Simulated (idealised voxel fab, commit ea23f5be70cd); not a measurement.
The name of this process module is voxel self aligned contacts.
175 nm wide, 5 nm square cells: that's cross-section cut.
If you're reading a cross-section in this doc, picture square cells in a grid; it comes to you as bands, top ones listed first down to the bottom, and a band can be one or more rows of cells.
Top height, bottom height, nm. Materials left to right, width each, nm. Single material + "edge to edge" = fills band edge to edge. "blank" = empty.
The reference from which all heights are counted is 0, the level beneath which the as-received wafer is entirely one material; the lowest band, having no lower bound, proceeds downward and is written after the example "0 -> down".
Width: "30->40" (first number = top row, second number = bottom row, same change from row to row of cells).
Step note "changes: none" = no cross-section cell changed.
If an empty space has no open way to the top and is at least 8 cells in size, "Listed closed voids" lists it, written width x height at distance, where distance is measured from the left edge and every value is in nm.
Anything after a step's settings on that line? It's the simulator's own note about the step.
overlay nm: step with mask; distance mask lay right of planned place; negative value = left of planned place.
# Process steps - plan
1) RECEIVE | material Si
2) CONFORMAL_DEP | material SiO2 | thk nm 5
3) DIRECTIONAL_DEP | material polySi | thk nm 25
4) DIRECTIONAL_DEP | material SiN | thk nm 25
5) MASKED_ETCH | tone cover | mask id GATE | width nm 30 | pitch nm 65 | etch materials SiN | depth nm 25 | overlay nm 0
6) MASKED_ETCH | tone cover | mask id GATE | width nm 30 | pitch nm 65 | etch materials polySi | depth nm 25 | overlay nm 0
7) CONFORMAL_DEP | material SiN | thk nm 10
8) DIRECTIONAL_ETCH | etch materials SiN | depth nm 10
9) FILL_DEP | material SiO2 | thk nm 10
10) CMP | height nm 60
11) MASKED_ETCH | tone open | mask id CONTACT | width nm 45 | etch materials SiO2 | depth nm 60 | overlay nm 0
12) CONFORMAL_DEP | material TiN | thk nm 5
13) FILL_DEP | material W | thk nm 5
14) CMP | height nm 60
15) CONFORMAL_DEP | material SiN | thk nm 5
# Cross-section of the wafer upon arrival, representing the state reached after step 1
	0 -> down | Si edge to edge
	Listed closed voids: none
# Post-module cross-section: identical start and plan to those above, one misstep in execution
	65 -> 60 | SiN edge to edge
	60 -> 55 | SiO2 65  TiN 45  SiO2 65
	55 -> 30 | SiN 50  SiO2 10  SiN 55  SiO2 10  SiN 50
	30 -> 5 | polySi edge to edge
	5 -> 0 | SiO2 edge to edge
	0 -> down | Si edge to edge
	Listed closed voids: none
Want to know what went wrong? step 5: run off-plan, actual operation and settings MASKED_ETCH | tone open | mask id GATE | width nm 30 | pitch nm 65 | etch materials SiN | depth nm 25 | overlay nm 0
